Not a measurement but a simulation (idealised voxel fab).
process module | voxel transistor to metal
cross-section cut | 155 nm wide | cells 5 nm
A cross-section is a grid of square cells, given in bands from the top down. A band is one or more rows of cells.
Each band's line starts with the height of the band's top and of its bottom, in nm. Then come its materials from left to right, each with its width in nm. One material with "throughout" fills the band from edge to edge. "air" is empty space.
Height 0 is the level under which the wafer as received is all one material. The lowest band goes on downwards, as in "0 down".
A width such as "30 to 40" changes by the same amount from each row of cells to the next, from the band's top row to its bottom row.
"no change" after a step means that no cell of the cross-section changed.
closed voids: empty space of 8 cells or more with no open way to the top, each as width x height at its distance from the left edge, in nm
after a step's settings: what the simulator itself notes on the step
overlay nm, on a step with a mask: how far to the right of its planned place the mask lay; to the left if negative
plan
1 op RECEIVE | material Si
2 op OXIDIZE | depth nm 5
3 op CONFORMAL_DEP | material SiN | thk nm 15
4 op MASKED_ETCH | tone cover | mask id ACTIVE | width nm 115 | etch materials SiN | depth nm 15 | overlay nm 0
5 op MASKED_ETCH | tone cover | mask id ACTIVE | width nm 115 | etch materials SiO2 | depth nm 5 | overlay nm 0
6 op MASKED_ETCH | tone cover | mask id ACTIVE | width nm 115 | etch materials Si | depth nm 25 | overlay nm 0
7 op FILL_DEP | material SiO2 | thk nm 15
8 op CMP | height nm 15
9 op SELECTIVE_ETCH | etch materials SiO2 | depth nm 10
10 op STRIP | etch materials SiN
11 op SELECTIVE_ETCH | etch materials SiO2 | depth nm 5
12 op OXIDIZE | depth nm 5
13 op DIRECTIONAL_DEP | material polySi | thk nm 30
14 op DIRECTIONAL_DEP | material SiCN | thk nm 10
15 op MASKED_ETCH | tone cover | mask id GATE | width nm 25 | etch materials SiCN | depth nm 20 | overlay nm 0
16 op MASKED_ETCH | tone cover | mask id GATE | width nm 25 | etch materials polySi | depth nm 40 | overlay nm 0
17 op CONFORMAL_DEP | material SiN | thk nm 5
18 op DIRECTIONAL_ETCH | etch materials SiN | depth nm 5
19 op DIRECTIONAL_ETCH | etch materials SiO2 | depth nm 5
20 op DIRECTIONAL_ETCH | etch materials Si | depth nm 5
21 op EPI | material pSi | thk nm 5
22 op FILL_DEP | material SiO2 | thk nm 5
23 op CMP | height nm 35
24 op DIRECTIONAL_DEP | material SiO2 | thk nm 10
25 op DIRECTIONAL_DEP | material aC | thk nm 10
26 op PATTERN | tone open | mask id CONTACT | material resist | width nm 20 | pitch nm 85 | thk nm 25 | overlay nm 0
27 op DIRECTIONAL_ETCH | etch materials aC | depth nm 10
28 op STRIP | etch materials resist
29 op DIRECTIONAL_ETCH | etch materials SiO2 | depth nm 55
30 op STRIP | etch materials aC
31 op CONFORMAL_DEP | material TiN | thk nm 5
32 op FILL_DEP | material W | thk nm 5
33 op CMP | height nm 45
34 op DIRECTIONAL_DEP | material TiN | thk nm 5
35 op DIRECTIONAL_DEP | material Ru | thk nm 25
36 op PATTERN | tone cover | mask id METAL_1 | material resist | width nm 20 | pitch nm 85 | thk nm 15 | overlay nm 0
37 op DIRECTIONAL_ETCH | etch materials Ru | depth nm 25
38 op DIRECTIONAL_ETCH | etch materials TiN | depth nm 5
39 op STRIP | etch materials resist
40 op FILL_DEP | material lowk | thk nm 10
41 op CMP | height nm 75
42 op CONFORMAL_DEP | material SiCN | thk nm 5
43 op DIRECTIONAL_DEP | material SiO2 | thk nm 25
44 op MASKED_ETCH | tone open | mask id METAL_2 | width nm 20 | pitch nm 85 | etch materials SiO2 | depth nm 15 | overlay nm 0
45 op PATTERN | tone open | mask id METAL_2_HOLES | material resist | width nm 15 | pitch nm 85 | thk nm 15 | overlay nm 0
46 op DIRECTIONAL_ETCH | etch materials SiO2 | depth nm 10
47 op DIRECTIONAL_ETCH | etch materials SiCN | depth nm 5
48 op STRIP | etch materials resist
49 op CONFORMAL_DEP | material TiN | thk nm 5
50 op FILL_DEP | material Cu | thk nm 5
51 op CMP | height nm 105
52 op CONFORMAL_DEP | material SiCN | thk nm 5
as received, after step 1
  0 down: Si throughout
  closed voids: none
first wafer at the end, as planned
  110 to 105: SiCN throughout
  105 to 95: SiO2 25 | TiN 5 | Cu 10 | TiN 5 | SiO2 65 | TiN 5 | Cu 10 | TiN 5 | SiO2 25
  95 to 90: SiO2 25 | TiN 5 | Cu 5 | TiN 10 | SiO2 65 | TiN 5 | Cu 5 | TiN 10 | SiO2 25
  90 to 80: SiO2 25 | TiN 5 | Cu 5 | TiN 5 | SiO2 70 | TiN 5 | Cu 5 | TiN 5 | SiO2 30
  80 to 75: SiCN 25 | TiN 15 | SiCN 70 | TiN 15 | SiCN 30
  75 to 50: lowk 25 | Ru 20 | lowk 65 | Ru 20 | lowk 25
  50 to 45: lowk 25 | TiN 20 | lowk 65 | TiN 20 | lowk 25
  45 to 35: SiO2 25 | TiN 5 | W 10 | TiN 5 | SiO2 65 | TiN 5 | W 10 | TiN 5 | SiO2 25
  35 to 25: SiO2 25 | TiN 5 | W 10 | TiN 5 | SiO2 15 | SiN 5 | SiCN 25 | SiN 5 | SiO2 15 | TiN 5 | W 10 | TiN 5 | SiO2 25
  25 to 0: SiO2 25 | TiN 5 | W 10 | TiN 5 | SiO2 15 | SiN 5 | polySi 25 | SiN 5 | SiO2 15 | TiN 5 | W 10 | TiN 5 | SiO2 25
  0 to -5: SiO2 15 | SiN 5 | SiO2 5 | TiN 5 | W 10 | TiN 5 | SiO2 15 | SiN 5 | polySi 25 | SiN 5 | SiO2 15 | TiN 5 | W 10 | TiN 5 | SiO2 5 | SiN 5 | SiO2 15
  -5 to -10: SiO2 25 | TiN 20 | SiO2 10 | pSi 5 | SiO2 35 | pSi 5 | SiO2 10 | TiN 20 | SiO2 25
  -10 to -15: SiO2 20 | pSi 40 | Si 35 | pSi 40 | SiO2 20
  -15 to -30: SiO2 20 | Si 115 | SiO2 20
  -30 down: Si throughout
  closed voids: none
second wafer at the end: like start, like plan, one mistake
  110 to 105: SiCN throughout
  105 to 95: SiO2 25 | TiN 5 | Cu 10 | TiN 5 | SiO2 65 | TiN 5 | Cu 10 | TiN 5 | SiO2 25
  95 to 90: SiO2 25 | TiN 5 | Cu 5 | TiN 10 | SiO2 65 | TiN 5 | Cu 5 | TiN 10 | SiO2 25
  90 to 80: SiO2 25 | TiN 5 | Cu 5 | TiN 5 | SiO2 70 | TiN 5 | Cu 5 | TiN 5 | SiO2 30
  80 to 75: SiCN 25 | TiN 15 | SiCN 70 | TiN 15 | SiCN 30
  75 to 50: lowk 25 | Ru 20 | lowk 65 | Ru 20 | lowk 25
  50 to 45: lowk 25 | TiN 20 | lowk 65 | TiN 20 | lowk 25
  45 to 40: TiN 30 | W 10 | TiN 75 | W 10 | TiN 30
  40 to 35: SiO2 25 | TiN 5 | W 10 | TiN 5 | SiO2 65 | TiN 5 | W 10 | TiN 5 | SiO2 25
  35 to 25: SiO2 25 | TiN 5 | W 10 | TiN 5 | SiO2 15 | SiN 5 | SiCN 25 | SiN 5 | SiO2 15 | TiN 5 | W 10 | TiN 5 | SiO2 25
  25 to 0: SiO2 25 | TiN 5 | W 10 | TiN 5 | SiO2 15 | SiN 5 | polySi 25 | SiN 5 | SiO2 15 | TiN 5 | W 10 | TiN 5 | SiO2 25
  0 to -5: SiO2 15 | SiN 5 | SiO2 5 | TiN 5 | W 10 | TiN 5 | SiO2 15 | SiN 5 | polySi 25 | SiN 5 | SiO2 15 | TiN 5 | W 10 | TiN 5 | SiO2 5 | SiN 5 | SiO2 15
  -5 to -10: SiO2 25 | TiN 20 | SiO2 10 | pSi 5 | SiO2 35 | pSi 5 | SiO2 10 | TiN 20 | SiO2 25
  -10 to -15: SiO2 20 | pSi 40 | Si 35 | pSi 40 | SiO2 20
  -15 to -30: SiO2 20 | Si 115 | SiO2 20
  -30 down: Si throughout
  closed voids: none
what went wrong: step 24 ran as: op DIRECTIONAL_DEP | material SiO2 | thk nm 5
at the end the second wafer has, in cells: 23 fewer of SiO2 | 23 more of TiN
